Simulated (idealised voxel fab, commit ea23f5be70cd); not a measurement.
Presented below is a process module, voxel wiring stack.
Shown is cross-section cut, with a width of 145 nm and square cells of size 5 nm.
We lay out every cross-section as a grid of square cells and spell it out in bands from the top down, where one band means one or more rows of cells.
Each band's line starts with the height of the band's top and of its bottom, in nm. Then come its materials from left to right, each with its width in nm. One material with "edge to edge" fills the band from edge to edge. "empty" is empty space.
Height 0 is the level under which the wafer as received is all one material. The lowest band goes on downwards, as in "0 and below".
A width given as "30..40" starts at the first number in the band's top row and ends at the second number in its bottom row, shifting by an equal amount at every step from row to row.
When a step is marked "nothing different", none of the cells in the cross-section changed during that step.
Each empty space that has no open way to the top and spans at least 8 cells appears under "Voids, sealed" as width x height at distance, the distance counted from the left edge, all in nm.
Note: text after step settings on the step line = simulator remark on that step.
When a step includes a mask, the "overlay nm" setting on its line states how far to the right of its planned place that mask lay, and negative values state how far to the left.

**Below is the list of planned process steps**
1) RECEIVE, material Si
2) CONFORMAL_DEP, material SiO2, thk nm 15
3) DIRECTIONAL_DEP, material TiN, thk nm 5
4) DIRECTIONAL_DEP, material W, thk nm 15
5) MASKED_ETCH, tone cover, mask id METAL_1, width nm 30, pitch nm 60, etch materials W, depth nm 15, overlay nm 0
6) MASKED_ETCH, tone cover, mask id METAL_1, width nm 30, pitch nm 60, etch materials TiN, depth nm 5, overlay nm 0
7) FILL_DEP, material SiO2, thk nm 5
8) CMP, height nm 35
9) CONFORMAL_DEP, material SiCN, thk nm 5
10) DIRECTIONAL_DEP, material SiO2, thk nm 10
11) MASKED_ETCH, tone open, mask id PLUG_1, width nm 15, etch materials SiO2, depth nm 10, overlay nm 0
12) MASKED_ETCH, tone open, mask id PLUG_1, width nm 15, etch materials SiCN, depth nm 5, overlay nm 0
13) CONFORMAL_DEP, material TiN, thk nm 5
14) FILL_DEP, material Cu, thk nm 5
15) CMP, height nm 50
16) CONFORMAL_DEP, material SiN, thk nm 5
17) DIRECTIONAL_DEP, material lowk, thk nm 15
18) MASKED_ETCH, tone open, mask id METAL_2, width nm 30, pitch nm 60, etch materials lowk, depth nm 15, overlay nm 0
19) MASKED_ETCH, tone open, mask id METAL_2, width nm 30, pitch nm 60, etch materials SiN, depth nm 5, overlay nm 0
20) CONFORMAL_DEP, material TiN, thk nm 5
21) FILL_DEP, material Cu, thk nm 10
22) CMP, height nm 70
23) CONFORMAL_DEP, material SiCN, thk nm 5
24) DIRECTIONAL_DEP, material lowk, thk nm 30
25) MASKED_ETCH, tone open, mask id METAL_3, width nm 30, pitch nm 60, etch materials lowk, depth nm 15, overlay nm 0
26) MASKED_ETCH, tone open, mask id METAL_3_HOLES, width nm 15, etch materials lowk, depth nm 15, overlay nm 0
27) MASKED_ETCH, tone open, mask id METAL_3_HOLES, width nm 15, etch materials SiCN, depth nm 5, overlay nm 0
28) CONFORMAL_DEP, material TiN, thk nm 5
29) FILL_DEP, material Cu, thk nm 10
30) CMP, height nm 105
31) CONFORMAL_DEP, material SiCN, thk nm 5
32) DIRECTIONAL_DEP, material lowk, thk nm 10
33) DIRECTIONAL_DEP, material aC, thk nm 15
34) PATTERN, tone open, mask id PLUG_3, material resist, width nm 15, thk nm 30, overlay nm 0
35) DIRECTIONAL_ETCH, etch materials aC, depth nm 15
36) STRIP, etch materials resist
37) DIRECTIONAL_ETCH, etch materials lowk, depth nm 10
38) DIRECTIONAL_ETCH, etch materials SiCN, depth nm 5
39) STRIP, etch materials aC
40) EPI, material Ru, thk nm 10
41) EPI, material Ru, thk nm 5
42) DIRECTIONAL_DEP, material TiN, thk nm 5
43) DIRECTIONAL_DEP, material W, thk nm 15
44) PATTERN, tone cover, mask id METAL_4, material resist, width nm 30, pitch nm 60, thk nm 20, overlay nm 0
45) DIRECTIONAL_ETCH, etch materials W, depth nm 15
46) DIRECTIONAL_ETCH, etch materials TiN, depth nm 5
47) STRIP, etch materials resist
48) FILL_DEP, material SiO2, thk nm 5
49) CMP, height nm 140
50) CONFORMAL_DEP, material SiCN, thk nm 5

**The first of a set of two wafers, run to plan**

**Wafer as received: cross-section following step 1**
0 and below: Si edge to edge
Voids, sealed: none

**Take a look at the wafer's cross-section after step 2**
15 down to 0: SiO2 edge to edge
All layers under 0 are left as they were.

**Take a look at the wafer's cross-section after step 3**
20 down to 15: TiN edge to edge
All layers under 15 are left as they were.

**Take a look at the wafer's cross-section after step 4**
35 down to 20: W edge to edge
All layers under 20 are left as they were.

**Take a look at the wafer's cross-section after step 5**
35 down to 20: empty 25 nm; W 30 nm; empty 30 nm; W 30 nm; empty 30 nm
All layers under 20 are left as they were.

**Take a look at the wafer's cross-section after step 6**
35 down to 20: empty 25 nm; W 30 nm; empty 30 nm; W 30 nm; empty 30 nm
20 down to 15: empty 25 nm; TiN 30 nm; empty 30 nm; TiN 30 nm; empty 30 nm
All layers under 15 are left as they were.

**Take a look at the wafer's cross-section after step 7**
40 down to 35: SiO2 edge to edge
35 down to 20: SiO2 25 nm; W 30 nm; SiO2 30 nm; W 30 nm; SiO2 30 nm
20 down to 15: SiO2 25 nm; TiN 30 nm; SiO2 30 nm; TiN 30 nm; SiO2 30 nm
All layers under 15 are left as they were.

**Take a look at the wafer's cross-section after step 8**
35 down to 20: SiO2 25 nm; W 30 nm; SiO2 30 nm; W 30 nm; SiO2 30 nm
All layers under 20 are left as they were.

**Take a look at the wafer's cross-section after step 9**
40 down to 35: SiCN edge to edge
All layers under 35 are left as they were.

**Take a look at the wafer's cross-section after step 10**
50 down to 40: SiO2 edge to edge
All layers under 40 are left as they were.

**Take a look at the wafer's cross-section after step 11**
50 down to 40: SiO2 25 nm; empty 15 nm; SiO2 105 nm
All layers under 40 are left as they were.

**Take a look at the wafer's cross-section after step 12**
50 down to 40: SiO2 25 nm; empty 15 nm; SiO2 105 nm
40 down to 35: SiCN 25 nm; empty 15 nm; SiCN 105 nm
All layers under 35 are left as they were.

**Take a look at the wafer's cross-section after step 13**
55 down to 50: TiN 30 nm; empty 5 nm; TiN 110 nm
50 down to 40: SiO2 25 nm; TiN 5 nm; empty 5 nm; TiN 5 nm; SiO2 105 nm
40 down to 35: SiCN 25 nm; TiN 15 nm; SiCN 105 nm
All layers under 35 are left as they were.

**Take a look at the wafer's cross-section after step 14**
60 down to 55: Cu edge to edge
55 down to 50: TiN 30 nm; Cu 5 nm; TiN 110 nm
50 down to 40: SiO2 25 nm; TiN 5 nm; Cu 5 nm; TiN 5 nm; SiO2 105 nm
All layers under 40 are left as they were.

**Take a look at the wafer's cross-section after step 15**
50 down to 40: SiO2 25 nm; TiN 5 nm; Cu 5 nm; TiN 5 nm; SiO2 105 nm
All layers under 40 are left as they were.

**Take a look at the wafer's cross-section after step 16**
55 down to 50: SiN edge to edge
All layers under 50 are left as they were.

**Take a look at the wafer's cross-section after step 17**
70 down to 55: lowk edge to edge
All layers under 55 are left as they were.

**Take a look at the wafer's cross-section after step 18**
70 down to 55: lowk 25 nm; empty 30 nm; lowk 30 nm; empty 30 nm; lowk 30 nm
All layers under 55 are left as they were.

**Take a look at the wafer's cross-section after step 19**
70 down to 55: lowk 25 nm; empty 30 nm; lowk 30 nm; empty 30 nm; lowk 30 nm
55 down to 50: SiN 25 nm; empty 30 nm; SiN 30 nm; empty 30 nm; SiN 30 nm
All layers under 50 are left as they were.

**Take a look at the wafer's cross-section after step 20**
75 down to 70: TiN 30 nm; empty 20 nm; TiN 40 nm; empty 20 nm; TiN 35 nm
70 down to 55: lowk 25 nm; TiN 5 nm; empty 20 nm; TiN 5 nm; lowk 30 nm; TiN 5 nm; empty 20 nm; TiN 5 nm; lowk 30 nm
55 down to 50: SiN 25 nm; TiN 30 nm; SiN 30 nm; TiN 30 nm; SiN 30 nm
All layers under 50 are left as they were.

**Take a look at the wafer's cross-section after step 21**
85 down to 75: Cu edge to edge
75 down to 70: TiN 30 nm; Cu 20 nm; TiN 40 nm; Cu 20 nm; TiN 35 nm
70 down to 55: lowk 25 nm; TiN 5 nm; Cu 20 nm; TiN 5 nm; lowk 30 nm; TiN 5 nm; Cu 20 nm; TiN 5 nm; lowk 30 nm
All layers under 55 are left as they were.

**Take a look at the wafer's cross-section after step 22**
70 down to 55: lowk 25 nm; TiN 5 nm; Cu 20 nm; TiN 5 nm; lowk 30 nm; TiN 5 nm; Cu 20 nm; TiN 5 nm; lowk 30 nm
All layers under 55 are left as they were.

**Take a look at the wafer's cross-section after step 23**
75 down to 70: SiCN edge to edge
All layers under 70 are left as they were.

**Take a look at the wafer's cross-section after step 24**
105 down to 75: lowk edge to edge
All layers under 75 are left as they were.

**Take a look at the wafer's cross-section after step 25**
105 down to 90: lowk 25 nm; empty 30 nm; lowk 30 nm; empty 30 nm; lowk 30 nm
All layers under 90 are left as they were.

**Take a look at the wafer's cross-section after step 26**
105 down to 90: lowk 25 nm; empty 30 nm; lowk 30 nm; empty 30 nm; lowk 30 nm
90 down to 75: lowk 25 nm; empty 15 nm; lowk 105 nm
All layers under 75 are left as they were.

**Take a look at the wafer's cross-section after step 27**
105 down to 90: lowk 25 nm; empty 30 nm; lowk 30 nm; empty 30 nm; lowk 30 nm
90 down to 75: lowk 25 nm; empty 15 nm; lowk 105 nm
75 down to 70: SiCN 25 nm; empty 15 nm; SiCN 105 nm
All layers under 70 are left as they were.

**Take a look at the wafer's cross-section after step 28**
110 down to 105: TiN 30 nm; empty 20 nm; TiN 40 nm; empty 20 nm; TiN 35 nm
105 down to 95: lowk 25 nm; TiN 5 nm; empty 20 nm; TiN 5 nm; lowk 30 nm; TiN 5 nm; empty 20 nm; TiN 5 nm; lowk 30 nm
95 down to 90: lowk 25 nm; TiN 5 nm; empty 5 nm; TiN 20 nm; lowk 30 nm; TiN 30 nm; lowk 30 nm
90 down to 75: lowk 25 nm; TiN 5 nm; empty 5 nm; TiN 5 nm; lowk 105 nm
75 down to 70: SiCN 25 nm; TiN 15 nm; SiCN 105 nm
All layers under 70 are left as they were.

**Take a look at the wafer's cross-section after step 29**
120 down to 110: Cu edge to edge
110 down to 105: TiN 30 nm; Cu 20 nm; TiN 40 nm; Cu 20 nm; TiN 35 nm
105 down to 95: lowk 25 nm; TiN 5 nm; Cu 20 nm; TiN 5 nm; lowk 30 nm; TiN 5 nm; Cu 20 nm; TiN 5 nm; lowk 30 nm
95 down to 90: lowk 25 nm; TiN 5 nm; Cu 5 nm; TiN 20 nm; lowk 30 nm; TiN 30 nm; lowk 30 nm
90 down to 75: lowk 25 nm; TiN 5 nm; Cu 5 nm; TiN 5 nm; lowk 105 nm
All layers under 75 are left as they were.

**Take a look at the wafer's cross-section after step 30**
105 down to 95: lowk 25 nm; TiN 5 nm; Cu 20 nm; TiN 5 nm; lowk 30 nm; TiN 5 nm; Cu 20 nm; TiN 5 nm; lowk 30 nm
All layers under 95 are left as they were.

**Take a look at the wafer's cross-section after step 31**
110 down to 105: SiCN edge to edge
All layers under 105 are left as they were.

**Take a look at the wafer's cross-section after step 32**
120 down to 110: lowk edge to edge
All layers under 110 are left as they were.

**Take a look at the wafer's cross-section after step 33**
135 down to 120: aC edge to edge
All layers under 120 are left as they were.

**Take a look at the wafer's cross-section after step 34**
165 down to 135: resist 25 nm; empty 15 nm; resist 105 nm
All layers under 135 are left as they were.

**Take a look at the wafer's cross-section after step 35**
150 down to 135: resist 25 nm; empty 15 nm; resist 105 nm
135 down to 120: aC 25 nm; empty 15 nm; aC 105 nm
All layers under 120 are left as they were.

**Take a look at the wafer's cross-section after step 36**
135 down to 120: aC 25 nm; empty 15 nm; aC 105 nm
All layers under 120 are left as they were.

**Take a look at the wafer's cross-section after step 37**
135 down to 120: aC 25 nm; empty 15 nm; aC 105 nm
120 down to 110: lowk 25 nm; empty 15 nm; lowk 105 nm
All layers under 110 are left as they were.

**Take a look at the wafer's cross-section after step 38**
135 down to 120: aC 25 nm; empty 15 nm; aC 105 nm
120 down to 110: lowk 25 nm; empty 15 nm; lowk 105 nm
110 down to 105: SiCN 25 nm; empty 15 nm; SiCN 105 nm
All layers under 105 are left as they were.

**Take a look at the wafer's cross-section after step 39**
120 down to 110: lowk 25 nm; empty 15 nm; lowk 105 nm
All layers under 110 are left as they were.

**Take a look at the wafer's cross-section after step 40**
120 down to 115: lowk 25 nm; empty 15 nm; lowk 105 nm
115 down to 110: lowk 25 nm; Ru 15 nm; lowk 105 nm
110 down to 105: SiCN 25 nm; Ru 15 nm; SiCN 105 nm
All layers under 105 are left as they were.

**Take a look at the wafer's cross-section after step 41**
120 down to 110: lowk 25 nm; Ru 15 nm; lowk 105 nm
All layers under 110 are left as they were.

**Take a look at the wafer's cross-section after step 42**
125 down to 120: TiN edge to edge
All layers under 120 are left as they were.

**Take a look at the wafer's cross-section after step 43**
140 down to 125: W edge to edge
All layers under 125 are left as they were.

**Take a look at the wafer's cross-section after step 44**
160 down to 140: empty 25 nm; resist 30 nm; empty 30 nm; resist 30 nm; empty 30 nm
All layers under 140 are left as they were.

**Take a look at the wafer's cross-section after step 45**
160 down to 140: empty 25 nm; resist 30 nm; empty 30 nm; resist 30 nm; empty 30 nm
140 down to 125: empty 25 nm; W 30 nm; empty 30 nm; W 30 nm; empty 30 nm
All layers under 125 are left as they were.

**Take a look at the wafer's cross-section after step 46**
160 down to 140: empty 25 nm; resist 30 nm; empty 30 nm; resist 30 nm; empty 30 nm
140 down to 125: empty 25 nm; W 30 nm; empty 30 nm; W 30 nm; empty 30 nm
125 down to 120: empty 25 nm; TiN 30 nm; empty 30 nm; TiN 30 nm; empty 30 nm
All layers under 120 are left as they were.

**Take a look at the wafer's cross-section after step 47**
140 down to 125: empty 25 nm; W 30 nm; empty 30 nm; W 30 nm; empty 30 nm
All layers under 125 are left as they were.

**Take a look at the wafer's cross-section after step 48**
145 down to 140: SiO2 edge to edge
140 down to 125: SiO2 25 nm; W 30 nm; SiO2 30 nm; W 30 nm; SiO2 30 nm
125 down to 120: SiO2 25 nm; TiN 30 nm; SiO2 30 nm; TiN 30 nm; SiO2 30 nm
All layers under 120 are left as they were.

**Take a look at the wafer's cross-section after step 49**
140 down to 125: SiO2 25 nm; W 30 nm; SiO2 30 nm; W 30 nm; SiO2 30 nm
All layers under 125 are left as they were.

**Take a look at the wafer's cross-section after step 50**
145 down to 140: SiCN edge to edge
All layers under 140 are left as they were.

**Wafer two: like wafer one in start and plan, but with one mistake in execution; identical up to and including step 41**

**when step 42 should have ended**
135 down to 120: TiN edge to edge
All layers under 120 are left as they were.

**when step 43 should have ended**
150 down to 135: W edge to edge
All layers under 135 are left as they were.

**when step 44 should have ended**
170 down to 150: empty 25 nm; resist 30 nm; empty 30 nm; resist 30 nm; empty 30 nm
All layers under 150 are left as they were.

**when step 45 should have ended**
170 down to 150: empty 25 nm; resist 30 nm; empty 30 nm; resist 30 nm; empty 30 nm
150 down to 135: empty 25 nm; W 30 nm; empty 30 nm; W 30 nm; empty 30 nm
All layers under 135 are left as they were.

**when step 46 should have ended**
170 down to 150: empty 25 nm; resist 30 nm; empty 30 nm; resist 30 nm; empty 30 nm
150 down to 135: empty 25 nm; W 30 nm; empty 30 nm; W 30 nm; empty 30 nm
135 down to 130: empty 25 nm; TiN 30 nm; empty 30 nm; TiN 30 nm; empty 30 nm
All layers under 130 are left as they were.

**when step 47 should have ended**
150 down to 135: empty 25 nm; W 30 nm; empty 30 nm; W 30 nm; empty 30 nm
All layers under 135 are left as they were.

**when step 48 should have ended**
155 down to 150: SiO2 edge to edge
150 down to 135: SiO2 25 nm; W 30 nm; SiO2 30 nm; W 30 nm; SiO2 30 nm
135 down to 130: SiO2 25 nm; TiN 30 nm; SiO2 30 nm; TiN 30 nm; SiO2 30 nm
All layers under 130 are left as they were.

**when step 49 should have ended**
140 down to 135: SiO2 25 nm; W 30 nm; SiO2 30 nm; W 30 nm; SiO2 30 nm
All layers under 135 are left as they were.

**when step 50 should have ended**
145 down to 140: SiCN edge to edge
All layers under 140 are left as they were.
The plan and the run diverged here: contrary to plan, step 42 was performed as DIRECTIONAL_DEP, material TiN, thk nm 15
It is noted that, at the conclusion of processing, the second wafer exhibits a higher or lower cell count for certain materials relative to the first: SiO2: 34 fewer | TiN: 58 more | W: 24 fewer
